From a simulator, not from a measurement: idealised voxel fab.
Documented hereafter: the process module known as voxel self aligned contacts.
Cross-section cut: width 285 nm, square cells of 5 nm.
Cross-section format: a grid of square cells, given as bands from top to bottom; each band is one or more rows of cells. Band: top and bottom heights (nm) first, top before bottom; then materials from left to right, widths in nm. "all across" marks a sole material filling the band edge to edge. "blank" denotes empty space. Height 0 is the level under which the wafer as received is all one material. The lowest band goes on downwards, as in "z 0 and below". Quick explanation for "30..40": the width changes in equal steps down the rows of cells, from the first number in the band's top row to the second number in its bottom row. The designation "same as before", where it is given for a processing step, indicates that no cell of the cross-section was altered in the course of that step. Entry "Sealed void list" = empty spaces >= 8 cells with no open way to the top; each as width x height at distance, distance from left edge, all nm. If you see something after the settings on a step's line, that's the simulator's own remark about that step. "overlay nm" on a masked step: distance the mask lay right of its planned place, negative for left.

[Intended process steps]
| 1 | RECEIVE,material Si |
| 2 | OXIDIZE,depth nm 5 |
| 3 | DIRECTIONAL_DEP,material polySi,thk nm 30 |
| 4 | DIRECTIONAL_DEP,material SiN,thk nm 20 |
| 5 | DIRECTIONAL_DEP,material aC,thk nm 15 |
| 6 | PATTERN,tone cover,mask id GATE,material resist,width nm 25,pitch nm 60,thk nm 30,overlay nm 0 |
| 7 | DIRECTIONAL_ETCH,etch materials aC,depth nm 5 |
| 8 | STRIP,etch materials resist |
| 9 | DIRECTIONAL_ETCH,etch materials SiN,depth nm 20 |
| 10 | DIRECTIONAL_ETCH,etch materials polySi,depth nm 30 |
| 11 | STRIP,etch materials aC |
| 12 | CONFORMAL_DEP,material SiN,thk nm 10 |
| 13 | DIRECTIONAL_ETCH,etch materials SiN,depth nm 10 |
| 14 | FILL_DEP,material SiO2,thk nm 15 |
| 15 | CMP,height nm 55 |
| 16 | MASKED_ETCH,tone open,mask id CONTACT,width nm 45,pitch nm 60,etch materials SiO2,depth nm 60,overlay nm 0 |
| 17 | CONFORMAL_DEP,material TiN,thk nm 5 |
| 18 | FILL_DEP,material Ru,thk nm 10 |
| 19 | CMP,height nm 55 |
| 20 | CONFORMAL_DEP,material SiN,thk nm 5 |
The depth nm used in step 7 is not the same on every wafer, whereas the starting condition is; the value printed in the plan is the first wafer's.

[Received wafers, first of several: cross-section after step 1]
  z 0 and below = Si all across
  Sealed void list: none

[Heads up, this table goes wafer by wafer. A row tells you, at the end of the module, how many cells of each material that wafer has put on (+) or dropped (-) since it was received, and then its closed voids]
depth nm 5 | -57 Si | +285 SiN | +96 SiO2 | +18 TiN | +342 polySi | Sealed void list: none
depth nm 10 | -57 Si | +285 SiN | +96 SiO2 | +18 TiN | +342 polySi | Sealed void list: none
depth nm 15 | +22 Ru | -57 Si | +237 SiN | +330 SiO2 | +62 TiN | +90 polySi | Sealed void list: none
depth nm 20 | +22 Ru | -57 Si | +237 SiN | +330 SiO2 | +62 TiN | +90 polySi | Sealed void list: none
depth nm 25 | +22 Ru | -57 Si | +237 SiN | +330 SiO2 | +62 TiN | +90 polySi | Sealed void list: none
depth nm 30 | +22 Ru | -57 Si | +237 SiN | +330 SiO2 | +62 TiN | +90 polySi | Sealed void list: none
